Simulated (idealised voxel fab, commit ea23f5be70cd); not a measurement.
voxel gate over fins: a process module
In the cross-section labelled cut, the width is 300 nm and each square cell is 5 nm.
Cross-section = grid of square cells, listed top down in bands; band = one or more rows. This entry defines a band. It first specifies the height of the band's top and the height of its bottom in nm, and then specifies the band's materials from left to right, stating each material with its width in nm. The word "full width" identifies a single material that fills the band from edge to edge, while the word "air" identifies empty space. Zero point of the height axis is 0; under it, received wafer = one material. Lowest band: continues down indefinitely, "from 0 down". So if you see something like "30->40" for the width, read it as the top row of the band sitting at the first number and the bottom row at the second, with every row in between moving by the same amount as the last. You'll sometimes find "all unchanged" written for a step, and that's the way of saying that nowhere in the cross-section did a cell change during that step. "Closed internal voids": sealed empty spaces, 8 cells or more, no open way to top, listed width x height at distance, with distance from the left edge and width, height and distance in nm. That trailing text on a step's line, after the settings, is the simulator's own remark on the step. You can add "overlay nm" to a step's line. For a step with a mask, it describes how far the mask lay to the right of its planned position, and a negative number describes a lay to the left.

List of planned process steps
1 RECEIVE, material Si
2 CONFORMAL_DEP, material SiN, thk nm 5
3 MASKED_ETCH, tone cover, mask id FINS, width nm 15, pitch nm 55, etch materials SiN, depth nm 5, overlay nm 0
4 MASKED_ETCH, tone cover, mask id FINS, width nm 15, pitch nm 55, etch materials Si, depth nm 40, overlay nm 0
5 OXIDIZE, depth nm 5
6 FILL_DEP, material SiO2, thk nm 10
7 CMP, height nm 5
8 DIRECTIONAL_DEP, material aC, thk nm 10
9 PATTERN, tone open, mask id RAIL, material resist, width nm 15, thk nm 25, overlay nm 0
10 DIRECTIONAL_ETCH, etch materials aC, depth nm 10
11 STRIP, etch materials resist
12 DIRECTIONAL_ETCH, etch materials SiO2, depth nm 40
13 STRIP, etch materials aC
14 CONFORMAL_DEP, material TiN, thk nm 5
15 FILL_DEP, material W, thk nm 10
16 CMP, height nm 5
17 SELECTIVE_ETCH, etch materials W Ru TiN, depth nm 25
18 FILL_DEP, material SiO2, thk nm 5
19 CMP, height nm 5
20 SELECTIVE_ETCH, etch materials SiO2, depth nm 15
21 STRIP, etch materials SiN
22 CONFORMAL_DEP, material HfO2, thk nm 5
23 CONFORMAL_DEP, material TiN, thk nm 5
24 CONFORMAL_DEP, material TiAl, thk nm 5
25 CONFORMAL_DEP, material TiN, thk nm 5
26 FILL_DEP, material W, thk nm 15
27 CMP, height nm 30
28 CONFORMAL_DEP, material SiN, thk nm 5

Incoming wafer, cross-sectional view, post step 1
* from 0 down = Si full width
* Closed internal voids: none

Result of the module, cross-sectioned: start per above, plan per above, one error in how it was run
* from 35 to 30 = SiN full width
* from 30 to 15 = W full width
* from 15 to 10 = W (50), then TiN (35), then W (20), then TiN (35), then W (20), then TiN (35), then W (20), then TiN (35), then W (50)
* from 10 to 5 = W (50), then TiN (5), then TiAl (25), then TiN (5), then W (20), then TiN (5), then TiAl (25), then TiN (5), then W (20), then TiN (5), then TiAl (25), then TiN (5), then W (20), then TiN (5), then TiAl (25), then TiN (5), then W (50)
* from 5 to 0 = TiN (55), then TiAl (5), then TiN (15), then TiAl (5), then TiN (30), then TiAl (5), then TiN (15), then TiAl (5), then TiN (30), then TiAl (5), then TiN (15), then TiAl (5), then TiN (30), then TiAl (5), then TiN (15), then TiAl (5), then TiN (55)
* from 0 to -5 = TiAl (60), then TiN (5), then Si (5), then TiN (5), then TiAl (40), then TiN (5), then Si (5), then TiN (5), then TiAl (40), then TiN (5), then Si (5), then TiN (5), then TiAl (40), then TiN (5), then Si (5), then TiN (5), then TiAl (60)
* from -5 to -10 = TiN (65), then Si (5), then TiN (50), then Si (5), then TiN (50), then Si (5), then TiN (50), then Si (5), then TiN (65)
* from -10 to -20 = SiO2 (65), then Si (5), then SiO2 (50), then Si (5), then SiO2 (50), then Si (5), then SiO2 (50), then Si (5), then SiO2 (65)
* from -20 to -30 = SiO2 (65), then Si (5), then SiO2 (15), then TiN (5), then W (5), then TiN (5), then SiO2 (20), then Si (5), then SiO2 (50), then Si (5), then SiO2 (50), then Si (5), then SiO2 (65)
* from -30 to -35 = SiO2 (65), then Si (5), then SiO2 (15), then TiN (15), then SiO2 (20), then Si (5), then SiO2 (50), then Si (5), then SiO2 (50), then Si (5), then SiO2 (65)
* from -35 to -45 = SiO2 (65), then Si (5), then SiO2 (50), then Si (5), then SiO2 (50), then Si (5), then SiO2 (50), then Si (5), then SiO2 (65)
* from -45 down = Si full width
* Closed internal voids: none
Against the plan, the run slipped here: the run left out plan step 22 entirely, so it was never executed
